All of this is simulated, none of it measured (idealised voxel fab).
voxel ribs on slabs: a process module
Pictured: cross-section cut, 280 nm wide, on a grid of 5 nm square cells.
Cross-section = grid of square cells, listed top down in bands; band = one or more rows. What a band's entry tells you: where the top is and where the bottom is, as heights in nm, and after that what lies inside, material by material from left to right, each with its width in nm. Empty space is written as the word "empty", and a single material marked with the word "edge to edge" occupies the band from edge to edge. Counting heights begins at 0, where everything beneath is, in the wafer as received, one material. The lowest band has no bottom; it goes on downwards, as "0..down" shows. Width: "30 to 40" (first number = top row, second number = bottom row, same change from row to row of cells). Take "remained unchanged" at face value: in the step it is given for, the cross-section changed in none of its cells. Closed empty spaces (no open way to the top) of 8 cells or more are what "Enclosed void list" lists, each as width x height at distance from the left edge, nm for all three. Formally, on a step line, whatever follows the settings is a remark that the simulator itself makes on the step. The line of a step may include "overlay nm". On a step with a mask, this value is how far to the right of its planned place the mask lay. A negative value means the mask lay to the left.
The process steps that were planned are listed below
1. RECEIVE,material Si
2. DIRECTIONAL_DEP,material SiO2,thk nm 25
3. DIRECTIONAL_DEP,material SiN,thk nm 25
4. DIRECTIONAL_DEP,material aC,thk nm 15
5. PATTERN,tone cover,mask id RIB,material resist,width nm 20,thk nm 30,overlay nm 0
6. DIRECTIONAL_ETCH,etch materials aC,depth nm 15
7. STRIP,etch materials resist
8. DIRECTIONAL_ETCH,etch materials SiN,depth nm 15
9. STRIP,etch materials aC
10. PATTERN,tone cover,mask id SLAB,material resist,width nm 60,thk nm 20,overlay nm 0
11. DIRECTIONAL_ETCH,etch materials SiN,depth nm 10
12. STRIP,etch materials resist
13. FILL_DEP,material SiO2,thk nm 20
14. CMP,height nm 60
15. DIRECTIONAL_DEP,material TiN,thk nm 5
16. MASKED_ETCH,tone cover,mask id HEATER,width nm 40,etch materials TiN,depth nm 5,overlay nm 0
17. CONFORMAL_DEP,material SiN,thk nm 5
varied across the wafers: width nm of step 5. The plan shows the first wafer's value. All wafers start alike
Cut through the first of several wafers as received, post step 1
* 0..down = Si edge to edge
* Enclosed void list: none
Below is a per-wafer table. In it, each row describes the wafer at the end of the module by giving, for each material, the number of cells gained (+) or lost (-) since the wafer was received, and after that the closed voids of the wafer
width nm 20; +94 SiN; +636 SiO2; +8 TiN; Enclosed void list: none
width nm 25; +97 SiN; +633 SiO2; +8 TiN; Enclosed void list: none
width nm 30; +100 SiN; +630 SiO2; +8 TiN; Enclosed void list: none
width nm 35; +103 SiN; +627 SiO2; +8 TiN; Enclosed void list: none
width nm 40; +106 SiN; +624 SiO2; +8 TiN; Enclosed void list: none
width nm 45; +109 SiN; +621 SiO2; +8 TiN; Enclosed void list: none
